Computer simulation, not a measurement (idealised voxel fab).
Module name: voxel quadruple lines (process module)
It is cross-section cut that appears here, measuring 170 nm in width, its square cells being 5 nm in size.
This document writes a cross-section as a grid whose cells are square, and gives it as bands, listed from the top down; one or more rows of cells form a band. Band: top height; bottom height; in nm. Then, left to right: material with width in nm, for each material. "everywhere": a single material spanning edge to edge. "air": empty space. The reference from which all heights are counted is 0, the level beneath which the as-received wafer is entirely one material; the lowest band, having no lower bound, proceeds downward and is written after the example "z 0 and below". With a width like "30 to 40", each row of cells in the band differs from the next by the same amount, the top row carrying the first number and the bottom row the second. It should be understood that the words "identical to before", when stated for a given step, signify that the cross-section underwent no change in any of its cells during that step. What "Voids, enclosed" gives you is every empty space of 8 cells or more that is cut off from the top. Each appears as width x height at distance, with the distance taken from the left edge and width, height and distance all in nm. Read whatever lies past the settings on a step's line as the simulator's own remark about the step. Steps that use a mask can have "overlay nm" on their line. It says how far the mask sat to the right of where it was meant to be. Negative means to the left.
[So here's the lineup of process steps we planned]
- 1: RECEIVE: material Si
- 2: CONFORMAL_DEP: material Al2O3, thk nm 10
- 3: DIRECTIONAL_DEP: material Ru, thk nm 15
- 4: DIRECTIONAL_DEP: material polySi, thk nm 20
- 5: DIRECTIONAL_DEP: material aC, thk nm 25
- 6: PATTERN: tone cover, mask id MANDREL, material resist, width nm 30, thk nm 30, overlay nm 0
- 7: DIRECTIONAL_ETCH: etch materials aC, depth nm 25
- 8: STRIP: etch materials resist
- 9: CONFORMAL_DEP: material SiO2, thk nm 10
- 10: DIRECTIONAL_ETCH: etch materials SiO2, depth nm 10
- 11: STRIP: etch materials aC
- 12: DIRECTIONAL_ETCH: etch materials polySi, depth nm 20
- 13: STRIP: etch materials SiO2
- 14: CONFORMAL_DEP: material SiN, thk nm 10
- 15: DIRECTIONAL_ETCH: etch materials SiN, depth nm 10
- 16: STRIP: etch materials polySi
- 17: DIRECTIONAL_ETCH: etch materials Ru, depth nm 15
- 18: STRIP: etch materials SiN
- 19: FILL_DEP: material SiO2, thk nm 10
- 20: CMP: height nm 25
[As-received state of the wafer in cross-section, equivalent to post-step 1]
- z 0 and below  Si everywhere
- Voids, enclosed: none
[One mistake in running the module, otherwise start and plan as above: cross-section at the end]
- z 20 to 10  SiO2=50, then Ru=10, then SiO2=10, then Ru=10, then SiO2=10, then Ru=10, then SiO2=10, then Ru=10, then SiO2=50
- z 10 to 0  Al2O3 everywhere
- z 0 and below  Si everywhere
- Voids, enclosed: none
Deviation noted in wafer processing: step 20 was processed under conditions differing from the plan, specifically as CMP: height nm 20
